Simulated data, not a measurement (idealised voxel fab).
This is a process module. Its name is voxel spacer lines.
For reference, the cross-section in this document is cut, with width 220 nm and square cells of 5 nm.
Heads up, the way a cross-section reads in here is a grid of square cells, handed over as bands from the top down, with every band being one or more rows of cells.
The band entry comprises the height of the band's top followed by the height of its bottom, expressed in nm, and subsequently the band's materials from left to right, each stated together with its width in nm. Where a single material is marked with the word "edge to edge", that material fills the band from edge to edge. The word "air" represents empty space.
It should be noted that heights are counted from 0, beneath which the wafer as supplied is of one material throughout, and that the lowest band possesses no lower boundary but continues downward, as written in "0 and below".
The notation "30->40" denotes a width that varies across the rows of cells in the band, beginning at the first number in the top row, finishing at the second number in the bottom row, and changing by an identical amount from each row to the next.
"nothing was modified" for a step: no cell of the cross-section changed in that step.
For the entry "Closed void listing", the listed items are empty spaces with no open way to the top whose size is 8 cells or more; each item follows the pattern width x height at distance, where distance is from the left edge and all three are in nm.
That trailing text on a step's line, after the settings, is the simulator's own remark on the step.
"overlay nm" answers the question of how far to the right of plan the mask lay on a step that has a mask, and when it is negative the answer is to the left.

[So here's the lineup of process steps we planned]
1,RECEIVE, material Si
2,CONFORMAL_DEP, material Al2O3, thk nm 5
3,DIRECTIONAL_DEP, material SiN, thk nm 15
4,DIRECTIONAL_DEP, material polySi, thk nm 25
5,PATTERN, tone cover, mask id MANDREL, material resist, width nm 20, pitch nm 70, thk nm 35, overlay nm 0
6,DIRECTIONAL_ETCH, etch materials polySi, depth nm 25
7,STRIP, etch materials resist
8,CONFORMAL_DEP, material SiO2, thk nm 15
9,DIRECTIONAL_ETCH, etch materials SiO2, depth nm 15
10,STRIP, etch materials polySi
11,DIRECTIONAL_ETCH, etch materials SiN, depth nm 15
12,STRIP, etch materials SiO2
13,FILL_DEP, material lowk, thk nm 10
14,CMP, height nm 20

[First of two wafers - as planned]

[Cross-sectional view of the wafer in its as-received condition, corresponding to the state after step 1]
* 0 and below | Si edge to edge
* Closed void listing: none

[Cross-section of the wafer subsequent to step 2]
* 5 down to 0 | Al2O3 edge to edge
* All layers under 0 are left as they were.

[Cross-section of the wafer subsequent to step 3]
* 20 down to 5 | SiN edge to edge
* All layers under 5 are left as they were.

[Cross-section of the wafer subsequent to step 4]
* 45 down to 20 | polySi edge to edge
* All layers under 20 are left as they were.

[Cross-section of the wafer subsequent to step 5]
* 80 down to 45 | 65 of air; 20 of resist; 50 of air; 20 of resist; 65 of air
* All layers under 45 are left as they were.

[Cross-section of the wafer subsequent to step 6]
* 80 down to 45 | 65 of air; 20 of resist; 50 of air; 20 of resist; 65 of air
* 45 down to 20 | 65 of air; 20 of polySi; 50 of air; 20 of polySi; 65 of air
* All layers under 20 are left as they were.

[Cross-section of the wafer subsequent to step 7]
* 45 down to 20 | 65 of air; 20 of polySi; 50 of air; 20 of polySi; 65 of air
* All layers under 20 are left as they were.

[Cross-section of the wafer subsequent to step 8]
* 60 down to 45 | 50 of air; 50 of SiO2; 20 of air; 50 of SiO2; 50 of air
* 45 down to 35 | 50 of air; 15 of SiO2; 20 of polySi; 15 of SiO2; 20 of air; 15 of SiO2; 20 of polySi; 15 of SiO2; 50 of air
* 35 down to 20 | 65 of SiO2; 20 of polySi; 50 of SiO2; 20 of polySi; 65 of SiO2
* All layers under 20 are left as they were.

[Cross-section of the wafer subsequent to step 9]
* 45 down to 20 | 50 of air; 15 of SiO2; 20 of polySi; 15 of SiO2; 20 of air; 15 of SiO2; 20 of polySi; 15 of SiO2; 50 of air
* All layers under 20 are left as they were.

[Cross-section of the wafer subsequent to step 10]
* 45 down to 20 | 50 of air; 15 of SiO2; 20 of air; 15 of SiO2; 20 of air; 15 of SiO2; 20 of air; 15 of SiO2; 50 of air
* All layers under 20 are left as they were.

[Cross-section of the wafer subsequent to step 11]
* 45 down to 20 | 50 of air; 15 of SiO2; 20 of air; 15 of SiO2; 20 of air; 15 of SiO2; 20 of air; 15 of SiO2; 50 of air
* 20 down to 5 | 50 of air; 15 of SiN; 20 of air; 15 of SiN; 20 of air; 15 of SiN; 20 of air; 15 of SiN; 50 of air
* All layers under 5 are left as they were.

[Cross-section of the wafer subsequent to step 12]
* 20 down to 5 | 50 of air; 15 of SiN; 20 of air; 15 of SiN; 20 of air; 15 of SiN; 20 of air; 15 of SiN; 50 of air
* All layers under 5 are left as they were.

[Cross-section of the wafer subsequent to step 13]
* 30 down to 20 | lowk edge to edge
* 20 down to 5 | 50 of lowk; 15 of SiN; 20 of lowk; 15 of SiN; 20 of lowk; 15 of SiN; 20 of lowk; 15 of SiN; 50 of lowk
* All layers under 5 are left as they were.

[Cross-section of the wafer subsequent to step 14]
* 20 down to 5 | 50 of lowk; 15 of SiN; 20 of lowk; 15 of SiN; 20 of lowk; 15 of SiN; 20 of lowk; 15 of SiN; 50 of lowk
* All layers under 5 are left as they were.

[Here the second wafer is described. Its start and its plan were those of the first wafer. Its run contained one mistake. Up to and including step 1, it did exactly what the first wafer did]

Second wafer cross-section, taken as of the time the plan sets for step 2 to be done: nothing was modified

[Second wafer cross-section, taken as of the time the plan sets for step 3 to be done]
* 15 down to 0 | SiN edge to edge
* All layers under 0 are left as they were.

[Second wafer cross-section, taken as of the time the plan sets for step 4 to be done]
* 40 down to 15 | polySi edge to edge
* All layers under 15 are left as they were.

[Second wafer cross-section, taken as of the time the plan sets for step 5 to be done]
* 75 down to 40 | 65 of air; 20 of resist; 50 of air; 20 of resist; 65 of air
* All layers under 40 are left as they were.

[Second wafer cross-section, taken as of the time the plan sets for step 6 to be done]
* 75 down to 40 | 65 of air; 20 of resist; 50 of air; 20 of resist; 65 of air
* 40 down to 15 | 65 of air; 20 of polySi; 50 of air; 20 of polySi; 65 of air
* All layers under 15 are left as they were.

[Second wafer cross-section, taken as of the time the plan sets for step 7 to be done]
* 40 down to 15 | 65 of air; 20 of polySi; 50 of air; 20 of polySi; 65 of air
* All layers under 15 are left as they were.

[Second wafer cross-section, taken as of the time the plan sets for step 8 to be done]
* 55 down to 40 | 50 of air; 50 of SiO2; 20 of air; 50 of SiO2; 50 of air
* 40 down to 30 | 50 of air; 15 of SiO2; 20 of polySi; 15 of SiO2; 20 of air; 15 of SiO2; 20 of polySi; 15 of SiO2; 50 of air
* 30 down to 15 | 65 of SiO2; 20 of polySi; 50 of SiO2; 20 of polySi; 65 of SiO2
* All layers under 15 are left as they were.

[Second wafer cross-section, taken as of the time the plan sets for step 9 to be done]
* 40 down to 15 | 50 of air; 15 of SiO2; 20 of polySi; 15 of SiO2; 20 of air; 15 of SiO2; 20 of polySi; 15 of SiO2; 50 of air
* All layers under 15 are left as they were.

[Second wafer cross-section, taken as of the time the plan sets for step 10 to be done]
* 40 down to 15 | 50 of air; 15 of SiO2; 20 of air; 15 of SiO2; 20 of air; 15 of SiO2; 20 of air; 15 of SiO2; 50 of air
* All layers under 15 are left as they were.

[Second wafer cross-section, taken as of the time the plan sets for step 11 to be done]
* 40 down to 15 | 50 of air; 15 of SiO2; 20 of air; 15 of SiO2; 20 of air; 15 of SiO2; 20 of air; 15 of SiO2; 50 of air
* 15 down to 0 | 50 of air; 15 of SiN; 20 of air; 15 of SiN; 20 of air; 15 of SiN; 20 of air; 15 of SiN; 50 of air
* All layers under 0 are left as they were.

[Second wafer cross-section, taken as of the time the plan sets for step 12 to be done]
* 15 down to 0 | 50 of air; 15 of SiN; 20 of air; 15 of SiN; 20 of air; 15 of SiN; 20 of air; 15 of SiN; 50 of air
* All layers under 0 are left as they were.

[Second wafer cross-section, taken as of the time the plan sets for step 13 to be done]
* 25 down to 15 | lowk edge to edge
* 15 down to 0 | 50 of lowk; 15 of SiN; 20 of lowk; 15 of SiN; 20 of lowk; 15 of SiN; 20 of lowk; 15 of SiN; 50 of lowk
* All layers under 0 are left as they were.

[Second wafer cross-section, taken as of the time the plan sets for step 14 to be done]
* 20 down to 15 | lowk edge to edge
* All layers under 15 are left as they were.
What went wrong in running the wafer? step 2 of the plan was jumped over and never run
Final difference in cells, second wafer against first, listed per material as more or fewer: Al2O3 -44 | lowk +44
